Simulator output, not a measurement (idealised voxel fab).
Process module, titled voxel transistor to metal
Square cells of 5 nm make up the cross-section cut, whose width is 260 nm.
Format of a cross-section: grid, square cells. Given as bands. Order: top down. Band: one or more rows of cells.
What a band's entry tells you: where the top is and where the bottom is, as heights in nm, and after that what lies inside, material by material from left to right, each with its width in nm. Empty space is written as the word "empty", and a single material marked with the word "edge to edge" occupies the band from edge to edge.
Ref level 0: as-received wafer is one material below here. Bottom band extends down with no lower bound ("top 0, no bottom").
You'd read "30..40" like this: the band's top row of cells is as wide as the first number, its bottom row is as wide as the second, and going down, every row changes width by the same amount as the row before did.
"remains unaltered", as given for a step, is the statement that not any cell of the cross-section underwent a change during that step.
"Voids, sealed" enumerates empty spaces isolated from the top, with no open way to it, that contain at least 8 cells, giving each as width x height at distance from the left edge, all three in nm.
Anything after a step's settings on that line? It's the simulator's own note about the step.
On any step carrying a mask, the "overlay nm" setting, if present on the step's line, tells how far right of its planned place the mask lay; negative values point to the left.
THE PLANNED PROCESS STEPS ARE ENUMERATED HEREUNDER
1) RECEIVE [material Si]
2) CONFORMAL_DEP [material SiO2] [thk nm 5]
3) CONFORMAL_DEP [material SiN] [thk nm 10]
4) DIRECTIONAL_DEP [material aC] [thk nm 10]
5) PATTERN [tone cover] [mask id ACTIVE] [material resist] [width nm 100] [pitch nm 130] [thk nm 30] [overlay nm 0]
6) DIRECTIONAL_ETCH [etch materials aC] [depth nm 10]
7) STRIP [etch materials resist]
8) DIRECTIONAL_ETCH [etch materials SiN] [depth nm 10]
9) DIRECTIONAL_ETCH [etch materials SiO2] [depth nm 5]
10) DIRECTIONAL_ETCH [etch materials Si] [depth nm 25]
11) STRIP [etch materials aC]
12) OXIDIZE [depth nm 5]
13) FILL_DEP [material SiO2] [thk nm 5]
14) CMP [height nm 15]
15) SELECTIVE_ETCH [etch materials SiO2] [depth nm 10]
16) STRIP [etch materials SiN]
17) SELECTIVE_ETCH [etch materials SiO2] [depth nm 5]
18) OXIDIZE [depth nm 5]
19) DIRECTIONAL_DEP [material polySi] [thk nm 30]
20) DIRECTIONAL_DEP [material SiCN] [thk nm 15]
21) PATTERN [tone cover] [mask id GATE] [material resist] [width nm 20] [pitch nm 130] [thk nm 15] [overlay nm 0]
22) DIRECTIONAL_ETCH [etch materials SiCN] [depth nm 25]
23) DIRECTIONAL_ETCH [etch materials polySi] [depth nm 40]
24) STRIP [etch materials resist]
25) CONFORMAL_DEP [material SiO2] [thk nm 5]
26) DIRECTIONAL_ETCH [etch materials SiO2] [depth nm 5]
27) CONFORMAL_DEP [material SiN] [thk nm 10]
28) DIRECTIONAL_ETCH [etch materials SiN] [depth nm 10]
29) DIRECTIONAL_ETCH [etch materials SiO2] [depth nm 5]
30) DIRECTIONAL_ETCH [etch materials Si] [depth nm 15]
31) EPI [material pSi] [thk nm 20]
32) FILL_DEP [material SiO2] [thk nm 10]
33) CMP [height nm 45]
34) DIRECTIONAL_DEP [material SiO2] [thk nm 10]
35) PATTERN [tone open] [mask id CONTACT] [material resist] [width nm 15] [pitch nm 65] [thk nm 15] [overlay nm 0]
36) DIRECTIONAL_ETCH [etch materials SiO2] [depth nm 40]
37) STRIP [etch materials resist]
38) CONFORMAL_DEP [material TiN] [thk nm 5]
39) FILL_DEP [material Ru] [thk nm 5]
40) CMP [height nm 55]
41) CONFORMAL_DEP [material SiCN] [thk nm 5]
42) DIRECTIONAL_DEP [material lowk] [thk nm 15]
43) DIRECTIONAL_DEP [material aC] [thk nm 15]
44) PATTERN [tone open] [mask id METAL_1] [material resist] [width nm 15] [pitch nm 65] [thk nm 30] [overlay nm 0]
45) DIRECTIONAL_ETCH [etch materials aC] [depth nm 15]
46) STRIP [etch materials resist]
47) DIRECTIONAL_ETCH [etch materials lowk] [depth nm 15]
48) DIRECTIONAL_ETCH [etch materials SiCN] [depth nm 5]
49) STRIP [etch materials aC]
50) CONFORMAL_DEP [material TiN] [thk nm 5]
51) FILL_DEP [material W] [thk nm 10]
52) CMP [height nm 75]
53) EPI [material Ru] [thk nm 5]
54) FILL_DEP [material SiCN] [thk nm 5]
WAFER CROSS-SECTION ON RECEIPT, I.E. AFTER STEP 1
> top 0, no bottom  Si edge to edge
> Voids, sealed: none
END-OF-MODULE CROSS-SECTION OF THE FIRST OF TWO WAFERS, PROCESSED AS PLANNED
> top 85, bottom 80  SiCN edge to edge
> top 80, bottom 75  SiCN (20)  Ru (25)  SiCN (40)  Ru (25)  SiCN (40)  Ru (25)  SiCN (40)  Ru (25)  SiCN (20)
> top 75, bottom 60  lowk (25)  TiN (5)  W (5)  TiN (5)  lowk (50)  TiN (5)  W (5)  TiN (5)  lowk (50)  TiN (5)  W (5)  TiN (5)  lowk (50)  TiN (5)  W (5)  TiN (5)  lowk (25)
> top 60, bottom 55  SiCN (25)  TiN (15)  SiCN (50)  TiN (15)  SiCN (50)  TiN (15)  SiCN (50)  TiN (15)  SiCN (25)
> top 55, bottom 45  SiO2 (25)  TiN (5)  Ru (5)  TiN (5)  SiO2 (50)  TiN (5)  Ru (5)  TiN (5)  SiO2 (50)  TiN (5)  Ru (5)  TiN (5)  SiO2 (50)  TiN (5)  Ru (5)  TiN (5)  SiO2 (25)
> top 45, bottom 30  SiO2 (25)  TiN (5)  Ru (5)  TiN (5)  SiN (10)  SiO2 (5)  SiCN (20)  SiO2 (5)  SiN (10)  TiN (5)  Ru (5)  TiN (5)  SiO2 (50)  TiN (5)  Ru (5)  TiN (5)  SiN (10)  SiO2 (5)  SiCN (20)  SiO2 (5)  SiN (10)  TiN (5)  Ru (5)  TiN (5)  SiO2 (25)
> top 30, bottom 20  SiO2 (25)  TiN (5)  Ru (5)  TiN (5)  SiN (10)  SiO2 (5)  polySi (20)  SiO2 (5)  SiN (10)  TiN (5)  Ru (5)  TiN (5)  SiO2 (50)  TiN (5)  Ru (5)  TiN (5)  SiN (10)  SiO2 (5)  polySi (20)  SiO2 (5)  SiN (10)  TiN (5)  Ru (5)  TiN (5)  SiO2 (25)
> top 20, bottom 15  SiO2 (25)  TiN (15)  SiN (10)  SiO2 (5)  polySi (20)  SiO2 (5)  SiN (10)  TiN (15)  SiO2 (50)  TiN (15)  SiN (10)  SiO2 (5)  polySi (20)  SiO2 (5)  SiN (10)  TiN (15)  SiO2 (25)
> top 15, bottom 0  SiO2 (20)  pSi (20)  SiN (10)  SiO2 (5)  polySi (20)  SiO2 (5)  SiN (10)  pSi (20)  SiO2 (40)  pSi (20)  SiN (10)  SiO2 (5)  polySi (20)  SiO2 (5)  SiN (10)  pSi (20)  SiO2 (20)
> top 0, bottom -5  SiO2 (15)  pSi (25)  SiO2 (50)  pSi (25)  SiO2 (30)  pSi (25)  SiO2 (50)  pSi (25)  SiO2 (15)
> top -5, bottom -20  SiO2 (20)  pSi (20)  Si (50)  pSi (20)  SiO2 (40)  pSi (20)  Si (50)  pSi (20)  SiO2 (20)
> top -20, bottom -30  SiO2 (20)  Si (90)  SiO2 (40)  Si (90)  SiO2 (20)
> top -30, no bottom  Si edge to edge
> Voids, sealed: none
WAFER TWO, SECTIONED AFTER THE MODULE: THE FIRST WAFER'S START, THE FIRST WAFER'S PLAN, AND ONE MISTAKE IN HOW IT WAS RUN
> top 100, bottom 95  SiCN edge to edge
> top 95, bottom 90  Ru edge to edge
> top 90, bottom 80  W edge to edge
> top 80, bottom 75  TiN (30)  W (5)  TiN (60)  W (5)  TiN (60)  W (5)  TiN (60)  W (5)  TiN (30)
> top 75, bottom 60  lowk (25)  TiN (5)  W (5)  TiN (5)  lowk (50)  TiN (5)  W (5)  TiN (5)  lowk (50)  TiN (5)  W (5)  TiN (5)  lowk (50)  TiN (5)  W (5)  TiN (5)  lowk (25)
> top 60, bottom 55  SiCN (25)  TiN (15)  SiCN (50)  TiN (15)  SiCN (50)  TiN (15)  SiCN (50)  TiN (15)  SiCN (25)
> top 55, bottom 45  SiO2 (25)  TiN (5)  Ru (5)  TiN (5)  SiO2 (50)  TiN (5)  Ru (5)  TiN (5)  SiO2 (50)  TiN (5)  Ru (5)  TiN (5)  SiO2 (50)  TiN (5)  Ru (5)  TiN (5)  SiO2 (25)
> top 45, bottom 30  SiO2 (25)  TiN (5)  Ru (5)  TiN (5)  SiN (10)  SiO2 (5)  SiCN (20)  SiO2 (5)  SiN (10)  TiN (5)  Ru (5)  TiN (5)  SiO2 (50)  TiN (5)  Ru (5)  TiN (5)  SiN (10)  SiO2 (5)  SiCN (20)  SiO2 (5)  SiN (10)  TiN (5)  Ru (5)  TiN (5)  SiO2 (25)
> top 30, bottom 20  SiO2 (25)  TiN (5)  Ru (5)  TiN (5)  SiN (10)  SiO2 (5)  polySi (20)  SiO2 (5)  SiN (10)  TiN (5)  Ru (5)  TiN (5)  SiO2 (50)  TiN (5)  Ru (5)  TiN (5)  SiN (10)  SiO2 (5)  polySi (20)  SiO2 (5)  SiN (10)  TiN (5)  Ru (5)  TiN (5)  SiO2 (25)
> top 20, bottom 15  SiO2 (25)  TiN (15)  SiN (10)  SiO2 (5)  polySi (20)  SiO2 (5)  SiN (10)  TiN (15)  SiO2 (50)  TiN (15)  SiN (10)  SiO2 (5)  polySi (20)  SiO2 (5)  SiN (10)  TiN (15)  SiO2 (25)
> top 15, bottom 0  SiO2 (20)  pSi (20)  SiN (10)  SiO2 (5)  polySi (20)  SiO2 (5)  SiN (10)  pSi (20)  SiO2 (40)  pSi (20)  SiN (10)  SiO2 (5)  polySi (20)  SiO2 (5)  SiN (10)  pSi (20)  SiO2 (20)
> top 0, bottom -5  SiO2 (15)  pSi (25)  SiO2 (50)  pSi (25)  SiO2 (30)  pSi (25)  SiO2 (50)  pSi (25)  SiO2 (15)
> top -5, bottom -20  SiO2 (20)  pSi (20)  Si (50)  pSi (20)  SiO2 (40)  pSi (20)  Si (50)  pSi (20)  SiO2 (20)
> top -20, bottom -30  SiO2 (20)  Si (90)  SiO2 (40)  Si (90)  SiO2 (20)
> top -30, no bottom  Si edge to edge
> Voids, sealed: none
Processing error: step 52 of the plan did not run at all; it was left out
Wafer comparison, final, in cells, second relative to first, materials more or fewer: Ru +32, SiCN -32, TiN +48, W +108
